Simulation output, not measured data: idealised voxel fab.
process module | voxel transistor to metal
cross-section cut | 210 nm wide | cells 5 nm
A cross-section is a grid of square cells, given in bands from the top down. A band is one or more rows of cells.
Each band's line starts with the height of the band's top and of its bottom, in nm. Then come its materials from left to right, each with its width in nm. One material with "throughout" fills the band from edge to edge. "air" is empty space.
Height 0 is the level under which the wafer as received is all one material. The lowest band goes on downwards, as in "0 down".
A width such as "30 to 40" changes by the same amount from each row of cells to the next, from the band's top row to its bottom row.
"no change" after a step means that no cell of the cross-section changed.
closed voids: empty space of 8 cells or more with no open way to the top, each as width x height at its distance from the left edge, in nm
after a step's settings: what the simulator itself notes on the step
overlay nm, on a step with a mask: how far to the right of its planned place the mask lay; to the left if negative
plan
1 op RECEIVE | material Si
2 op CONFORMAL_DEP | material SiO2 | thk nm 5
3 op CONFORMAL_DEP | material SiN | thk nm 15
4 op DIRECTIONAL_DEP | material aC | thk nm 10
5 op PATTERN | tone cover | mask id ACTIVE | material resist | width nm 115 | thk nm 25 | overlay nm 0
6 op DIRECTIONAL_ETCH | etch materials aC | depth nm 5
7 op STRIP | etch materials resist
8 op DIRECTIONAL_ETCH | etch materials SiN | depth nm 15
9 op DIRECTIONAL_ETCH | etch materials SiO2 | depth nm 5
10 op DIRECTIONAL_ETCH | etch materials Si | depth nm 20
11 op STRIP | etch materials aC
12 op OXIDIZE | depth nm 5
13 op FILL_DEP | material SiO2 | thk nm 15
14 op CMP | height nm 20
15 op SELECTIVE_ETCH | etch materials SiO2 | depth nm 15
16 op STRIP | etch materials SiN
17 op SELECTIVE_ETCH | etch materials SiO2 | depth nm 5
18 op OXIDIZE | depth nm 5
19 op DIRECTIONAL_DEP | material polySi | thk nm 30
20 op DIRECTIONAL_DEP | material SiCN | thk nm 10
21 op PATTERN | tone cover | mask id GATE | material resist | width nm 25 | thk nm 20 | overlay nm 0
22 op DIRECTIONAL_ETCH | etch materials SiCN | depth nm 20
23 op DIRECTIONAL_ETCH | etch materials polySi | depth nm 40
24 op STRIP | etch materials resist
25 op CONFORMAL_DEP | material SiO2 | thk nm 5
26 op DIRECTIONAL_ETCH | etch materials SiO2 | depth nm 5
27 op CONFORMAL_DEP | material SiN | thk nm 5
28 op DIRECTIONAL_ETCH | etch materials SiN | depth nm 5
29 op DIRECTIONAL_ETCH | etch materials SiO2 | depth nm 5
30 op EPI | material SiGe | thk nm 5
31 op FILL_DEP | material SiO2 | thk nm 10
32 op CMP | height nm 40
33 op DIRECTIONAL_DEP | material SiO2 | thk nm 10
34 op MASKED_ETCH | tone open | mask id CONTACT | width nm 30 | pitch nm 65 | etch materials SiO2 | depth nm 50 | overlay nm 0
35 op CONFORMAL_DEP | material TiN | thk nm 5
36 op FILL_DEP | material W | thk nm 10
37 op CMP | height nm 50
38 op CONFORMAL_DEP | material SiN | thk nm 5
39 op DIRECTIONAL_DEP | material SiO2 | thk nm 20
40 op MASKED_ETCH | tone open | mask id METAL_1 | width nm 15 | pitch nm 80 | etch materials SiO2 | depth nm 20 | overlay nm 0
41 op MASKED_ETCH | tone open | mask id METAL_1 | width nm 15 | pitch nm 80 | etch materials SiN | depth nm 5 | overlay nm 0
42 op CONFORMAL_DEP | material TiN | thk nm 5
43 op FILL_DEP | material W | thk nm 10
44 op CMP | height nm 75
45 op EPI | material Ru | thk nm 5
46 op FILL_DEP | material SiCN | thk nm 5
varied across the wafers: depth nm of step 6. The plan shows the first wafer's value. All wafers start alike
first wafer as received, after step 1
  0 down: Si throughout
  closed voids: none
each wafer at the end: cells of each material gained (+) or lost (-) since it was received, then its closed voids
depth nm 5 | +10 Ru | -42 Si | +84 SiCN | +33 SiGe | +52 SiN | +413 SiO2 | +70 TiN | +64 W | +30 polySi | closed voids: none
depth nm 10 | +10 Ru | -126 Si | +84 SiCN | +14 SiGe | +52 SiN | +516 SiO2 | +70 TiN | +64 W | +30 polySi | closed voids: none
depth nm 15 | +10 Ru | -126 Si | +84 SiCN | +14 SiGe | +52 SiN | +516 SiO2 | +70 TiN | +64 W | +30 polySi | closed voids: none
depth nm 20 | +10 Ru | -126 Si | +84 SiCN | +14 SiGe | +52 SiN | +516 SiO2 | +70 TiN | +64 W | +30 polySi | closed voids: none
depth nm 25 | +10 Ru | -126 Si | +84 SiCN | +14 SiGe | +52 SiN | +516 SiO2 | +70 TiN | +64 W | +30 polySi | closed voids: none
